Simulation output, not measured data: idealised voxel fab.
Documented hereafter: the process module known as voxel transistor to metal.
The cross-section shown here is cut; it is 150 nm wide and divided into square cells measuring 5 nm on a side.
We lay out every cross-section as a grid of square cells and spell it out in bands from the top down, where one band means one or more rows of cells.
Band: top and bottom heights (nm) first, top before bottom; then materials from left to right, widths in nm. "full width" marks a sole material filling the band edge to edge. "air" denotes empty space.
Where do heights start? At 0: under that level the wafer as delivered is made of one material only. And the lowest band has no floor; it just carries on downward, as in "top 0, no bottom".
The notation "30->40" denotes a width that varies across the rows of cells in the band, beginning at the first number in the top row, finishing at the second number in the bottom row, and changing by an identical amount from each row to the next.
It should be understood that the words "no change", when stated for a given step, signify that the cross-section underwent no change in any of its cells during that step.
You'll see "Sealed cavities" listing empty spaces that have no way open to the top, as long as they're 8 cells or more; the notation is width x height at distance, where the distance is from the left edge, and all of it is in nm.
On each step's line, the part that comes after the settings is the simulator's own comment on the step.
"overlay nm" on a masked step: distance the mask lay right of its planned place, negative for left.

### Here's what the planned process steps look like
1,op RECEIVE | material Si
2,op CONFORMAL_DEP | material SiO2 | thk nm 5
3,op CONFORMAL_DEP | material SiN | thk nm 15
4,op DIRECTIONAL_DEP | material aC | thk nm 15
5,op PATTERN | tone cover | mask id ACTIVE | material resist | width nm 100 | thk nm 35 | overlay nm 0
6,op DIRECTIONAL_ETCH | etch materials aC | depth nm 15
7,op STRIP | etch materials resist
8,op DIRECTIONAL_ETCH | etch materials SiN | depth nm 15
9,op DIRECTIONAL_ETCH | etch materials SiO2 | depth nm 5
10,op DIRECTIONAL_ETCH | etch materials Si | depth nm 25
11,op STRIP | etch materials aC
12,op OXIDIZE | depth nm 5
13,op FILL_DEP | material SiO2 | thk nm 10
14,op CMP | height nm 20
15,op SELECTIVE_ETCH | etch materials SiO2 | depth nm 10
16,op STRIP | etch materials SiN
17,op SELECTIVE_ETCH | etch materials SiO2 | depth nm 5
18,op OXIDIZE | depth nm 5
19,op DIRECTIONAL_DEP | material polySi | thk nm 20
20,op DIRECTIONAL_DEP | material SiCN | thk nm 15
21,op PATTERN | tone cover | mask id GATE | material resist | width nm 20 | thk nm 15 | overlay nm 0
22,op DIRECTIONAL_ETCH | etch materials SiCN | depth nm 25
23,op DIRECTIONAL_ETCH | etch materials polySi | depth nm 30
24,op STRIP | etch materials resist
25,op CONFORMAL_DEP | material SiN | thk nm 10
26,op DIRECTIONAL_ETCH | etch materials SiN | depth nm 10
27,op DIRECTIONAL_ETCH | etch materials SiO2 | depth nm 5
28,op DIRECTIONAL_ETCH | etch materials Si | depth nm 15
29,op EPI | material nSi | thk nm 15
30,op FILL_DEP | material SiO2 | thk nm 5
31,op CMP | height nm 35
32,op DIRECTIONAL_DEP | material SiO2 | thk nm 15
33,op MASKED_ETCH | tone open | mask id CONTACT | width nm 30 | pitch nm 60 | etch materials SiO2 | depth nm 55 | overlay nm 0
34,op CONFORMAL_DEP | material TiN | thk nm 5
35,op FILL_DEP | material W | thk nm 10
36,op CMP | height nm 50
37,op CONFORMAL_DEP | material SiN | thk nm 5
38,op DIRECTIONAL_DEP | material SiO2 | thk nm 15
39,op MASKED_ETCH | tone open | mask id METAL_1 | width nm 15 | pitch nm 75 | etch materials SiO2 | depth nm 15 | overlay nm 0
40,op MASKED_ETCH | tone open | mask id METAL_1 | width nm 15 | pitch nm 75 | etch materials SiN | depth nm 5 | overlay nm -15
41,op CONFORMAL_DEP | material TiN | thk nm 5
42,op FILL_DEP | material Cu | thk nm 10
43,op CMP | height nm 70
44,op CONFORMAL_DEP | material SiCN | thk nm 5
45,op DIRECTIONAL_DEP | material SiO2 | thk nm 35
46,op PATTERN | tone open | mask id METAL_2 | material resist | width nm 15 | pitch nm 75 | thk nm 20 | overlay nm 0
47,op DIRECTIONAL_ETCH | etch materials SiO2 | depth nm 20
48,op STRIP | etch materials resist
49,op DIRECTIONAL_DEP | material aC | thk nm 15
50,op PATTERN | tone open | mask id METAL_2_HOLES | material resist | width nm 15 | pitch nm 75 | thk nm 30 | overlay nm 0
51,op DIRECTIONAL_ETCH | etch materials aC | depth nm 15
52,op STRIP | etch materials resist
53,op DIRECTIONAL_ETCH | etch materials SiO2 | depth nm 15
54,op DIRECTIONAL_ETCH | etch materials SiCN | depth nm 5
55,op STRIP | etch materials aC
56,op CONFORMAL_DEP | material TiN | thk nm 5
57,op FILL_DEP | material Cu | thk nm 5
58,op CMP | height nm 110
59,op CONFORMAL_DEP | material SiN | thk nm 5
It is noted that the wafers described herein are identical at the outset and are distinguished by the overlay nm of step 40; the value stated in the plan corresponds to the first wafer.

### Cross-sectional view of the first of several wafers in the as-received condition, corresponding to the state following step 1
> top 0, no bottom  Si full width
> Sealed cavities: none

### Quick key for the table: a row per wafer, taken at the end of the module. For each material it tells you how many cells the wafer gained (+) or lost (-) since it came in, and the closed voids come after
overlay nm -15; +18 Cu; -120 Si; +36 SiCN; +92 SiN; +454 SiO2; +100 TiN; +46 W; +48 nSi; +16 polySi; Sealed cavities: none
overlay nm -10; +18 Cu; -120 Si; +36 SiCN; +90 SiN; +454 SiO2; +102 TiN; +46 W; +48 nSi; +16 polySi; Sealed cavities: none
overlay nm -5; +18 Cu; -120 Si; +36 SiCN; +88 SiN; +454 SiO2; +104 TiN; +46 W; +48 nSi; +16 polySi; Sealed cavities: none
overlay nm 0; +20 Cu; -120 Si; +36 SiCN; +86 SiN; +454 SiO2; +104 TiN; +46 W; +48 nSi; +16 polySi; Sealed cavities: none
overlay nm 5; +18 Cu; -120 Si; +36 SiCN; +88 SiN; +454 SiO2; +104 TiN; +46 W; +48 nSi; +16 polySi; Sealed cavities: none
overlay nm 10; +18 Cu; -120 Si; +36 SiCN; +90 SiN; +454 SiO2; +102 TiN; +46 W; +48 nSi; +16 polySi; Sealed cavities: none
overlay nm 15; +18 Cu; -120 Si; +36 SiCN; +92 SiN; +454 SiO2; +100 TiN; +46 W; +48 nSi; +16 polySi; Sealed cavities: none
